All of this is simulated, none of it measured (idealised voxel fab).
process module | voxel capacitor over wiring
Pictured: cross-section cut, 280 nm wide, on a grid of 5 nm square cells.
Cross-sections here: square-cell grids, written as top-down lists of bands, a band being one or more rows of cells.
First you get the band's top height and its bottom height, in nm, and then the materials it's made of, left to right, with each width in nm. If you see a single material with "full width", that one covers the band edge to edge. "empty" is empty space.
Convention: height 0 is the level below which the wafer, as received, is all one material. The lowest band does not terminate at the bottom but continues downward, represented as "top 0, no bottom".
When a width is written as two numbers, as in "30..40", the first number is the width in the top row of cells of the band and the second is the width in its bottom row, and the width changes by the same amount from each row to the next.
"all unchanged" means the step left every cell of the cross-section as it was.
"closed voids": sealed empty spaces, 8 cells or more, no open way to top, listed width x height at distance, with distance from the left edge and width, height and distance in nm.
Note: text after step settings on the step line = simulator remark on that step.
overlay nm: mask offset rightward from planned place, masked step; negative means leftward offset.
The following list gives the planned process steps
1: RECEIVE, material Si
2: CONFORMAL_DEP, material SiO2, thk nm 15
3: CONFORMAL_DEP, material SiCN, thk nm 5
4: DIRECTIONAL_DEP, material lowk, thk nm 25
5: PATTERN, tone open, mask id METAL_1, material resist, width nm 20, pitch nm 90, thk nm 15, overlay nm 0
6: DIRECTIONAL_ETCH, etch materials lowk, depth nm 25
7: DIRECTIONAL_ETCH, etch materials SiCN, depth nm 5
8: STRIP, etch materials resist
9: CONFORMAL_DEP, material TiN, thk nm 5
10: FILL_DEP, material W, thk nm 5
11: CMP, height nm 45
12: EPI, material Ru, thk nm 5
13: FILL_DEP, material SiCN, thk nm 5
14: DIRECTIONAL_DEP, material SiO2, thk nm 20
15: MASKED_ETCH, tone open, mask id PLUG_1, width nm 15, etch materials SiO2, depth nm 20, overlay nm 0
16: MASKED_ETCH, tone open, mask id PLUG_1, width nm 15, etch materials SiCN, depth nm 5, overlay nm 0
17: CONFORMAL_DEP, material TiN, thk nm 5
18: FILL_DEP, material W, thk nm 10
19: CMP, height nm 75
20: DIRECTIONAL_DEP, material TiN, thk nm 5
21: DIRECTIONAL_DEP, material SiN, thk nm 5
22: DIRECTIONAL_DEP, material TiN, thk nm 5
23: MASKED_ETCH, tone cover, mask id UPPER_PLATE, width nm 75, etch materials TiN, depth nm 5, overlay nm 0
24: MASKED_ETCH, tone cover, mask id UPPER_PLATE, width nm 75, etch materials SiN, depth nm 5, overlay nm 0
25: MASKED_ETCH, tone cover, mask id LOWER_PLATE, width nm 85, etch materials TiN, depth nm 5, overlay nm 0
26: FILL_DEP, material SiO2, thk nm 20
27: CMP, height nm 105
28: PATTERN, tone open, mask id PLUG_2, material resist, width nm 15, thk nm 15, overlay nm 0
29: DIRECTIONAL_ETCH, etch materials SiO2, depth nm 15
30: STRIP, etch materials resist
31: CONFORMAL_DEP, material TiN, thk nm 5
32: FILL_DEP, material W, thk nm 10
33: CMP, height nm 105
34: CONFORMAL_DEP, material SiN, thk nm 5
Cross-section of the wafer upon arrival, representing the state reached after step 1
* top 0, no bottom: Si full width
* closed voids: none
Cross-sectional view of the first of the two wafers upon completion of the module, processed in accordance with the plan
* top 110, bottom 105: SiN full width
* top 105, bottom 95: 100 of SiO2  5 of TiN  5 of W  5 of TiN  165 of SiO2
* top 95, bottom 85: 100..90 of SiO2  15..75 of TiN  165..115 of SiO2
* top 85, bottom 80: 90 of SiO2  75 of SiN  115 of SiO2
* top 80, bottom 75: 85 of SiO2  85 of TiN  110 of SiO2
* top 75, bottom 55: 90 of SiO2  5 of TiN  5 of W  5 of TiN  175 of SiO2
* top 55, bottom 50: 90 of SiCN  15 of TiN  175 of SiCN
* top 50, bottom 45: 80 of SiCN  30 of Ru  60 of SiCN  30 of Ru  80 of SiCN
* top 45, bottom 20: 85 of lowk  5 of TiN  10 of W  5 of TiN  70 of lowk  5 of TiN  10 of W  5 of TiN  85 of lowk
* top 20, bottom 15: 85 of SiCN  20 of TiN  70 of SiCN  20 of TiN  85 of SiCN
* top 15, bottom 0: SiO2 full width
* top 0, no bottom: Si full width
* closed voids: none
Cross-section, wafer two of two, end of module: same start and plan as wafer one, one error in execution
* top 110, bottom 105: SiN full width
* top 105, bottom 95: 100 of SiO2  5 of TiN  5 of W  5 of TiN  165 of SiO2
* top 95, bottom 85: 100..90 of SiO2  15..75 of TiN  165..115 of SiO2
* top 85, bottom 80: 90 of SiO2  75 of SiN  115 of SiO2
* top 80, bottom 75: 85 of SiO2  85 of TiN  110 of SiO2
* top 75, bottom 70: 95 of TiN  5 of W  180 of TiN
* top 70, bottom 55: 90 of SiO2  5 of TiN  5 of W  5 of TiN  175 of SiO2
* top 55, bottom 50: 90 of SiCN  15 of TiN  175 of SiCN
* top 50, bottom 45: 80 of SiCN  30 of Ru  60 of SiCN  30 of Ru  80 of SiCN
* top 45, bottom 20: 85 of lowk  5 of TiN  10 of W  5 of TiN  70 of lowk  5 of TiN  10 of W  5 of TiN  85 of lowk
* top 20, bottom 15: 85 of SiCN  20 of TiN  70 of SiCN  20 of TiN  85 of SiCN
* top 15, bottom 0: SiO2 full width
* top 0, no bottom: Si full width
* closed voids: none
Heads up, the wafer didn't run the way we planned it: step 14 did not use the planned setting and instead ran as DIRECTIONAL_DEP, material SiO2, thk nm 15
Heads up, by the end the second wafer has more or fewer cells of some materials compared to the first: 53 fewer of SiO2 | 53 more of TiN
